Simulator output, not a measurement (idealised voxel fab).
The process module presented herein is designated voxel released beams.
FYI the section here is cut, 165 nm wide, cells are 5 nm squares.
Cross-section format: a grid of square cells, given as bands from top to bottom; each band is one or more rows of cells.
Basically the band line says how high the top is and how high the bottom is, in nm, and then what's in it from left to right, every material with its width in nm. Empty space shows up as "air", and if a single material carries "all across" it runs the full band edge to edge.
We count height from 0. Below that, the starting wafer is all one material. The lowest band never ends at the bottom but goes on down; see "0 and below" for how that is written.
Width spec "30..40" -> top row of cells at first value, bottom row at second value, equal per-row change in between.
"no change occurred" for a step: no cell of the cross-section changed in that step.
Listed in "Closed void list": every empty space of 8 or more cells without an open way to the top. Form: width x height at distance, the distance being from the left edge, all in nm.
Formally, on a step line, whatever follows the settings is a remark that the simulator itself makes on the step.
overlay nm: mask right of planned place by this much (step with mask). Neg. = left.
So here's the lineup of process steps we planned
1) RECEIVE | material Si
2) CONFORMAL_DEP | material SiN | thk nm 10
3) DIRECTIONAL_DEP | material SiO2 | thk nm 15
4) PATTERN | tone open | mask id ANCHOR | material resist | width nm 40 | thk nm 15 | overlay nm -15
5) DIRECTIONAL_ETCH | etch materials SiO2 | depth nm 15
6) STRIP | etch materials resist
7) CONFORMAL_DEP | material W | thk nm 15
8) DIRECTIONAL_DEP | material aC | thk nm 10
9) PATTERN | tone cover | mask id BEAM | material resist | width nm 110 | thk nm 30 | overlay nm 0
10) DIRECTIONAL_ETCH | etch materials aC | depth nm 10
11) STRIP | etch materials resist
12) DIRECTIONAL_ETCH | etch materials W | depth nm 15
13) STRIP | etch materials aC
14) STRIP | etch materials SiO2
Every wafer here starts from the same state; it is the step 4 overlay nm that distinguishes them, and the value the plan gives belongs to the first wafer.
Cross-sectional view of the first of several wafers in the as-received condition, corresponding to the state following step 1
	0 and below: Si all across
	Closed void list: none
The cross-section of the first of several wafers is given below for the end of the module, after its final step, step 14
	40 down to 25: air 25 nm | W 5 nm | air 10 nm | W 95 nm | air 30 nm
	25 down to 10: air 15 nm | W 40 nm | air 110 nm
	10 down to 0: SiN all across
	0 and below: Si all across
	Closed void list: none
Cross-section of the last wafer at end of module
	40 down to 25: air 25 nm | W 35 nm | air 10 nm | W 65 nm | air 30 nm
	25 down to 10: air 45 nm | W 40 nm | air 80 nm
	10 down to 0: SiN all across
	0 and below: Si all across
	Closed void list: none
Note: the following table is arranged by wafer, a row apiece. Each row reports the end-of-module state: per material, cells gained (+) or cells lost (-) compared with the wafer as received; closed voids follow
overlay nm -15 | +66 SiN | +84 W | Closed void list: none
overlay nm -10 | +66 SiN | +84 W | Closed void list: none
overlay nm -5 | +66 SiN | +84 W | Closed void list: none
overlay nm 0 | +66 SiN | +84 W | Closed void list: none
overlay nm 5 | +66 SiN | +84 W | Closed void list: none
overlay nm 10 | +66 SiN | +84 W | Closed void list: none
overlay nm 15 | +66 SiN | +84 W | Closed void list: none
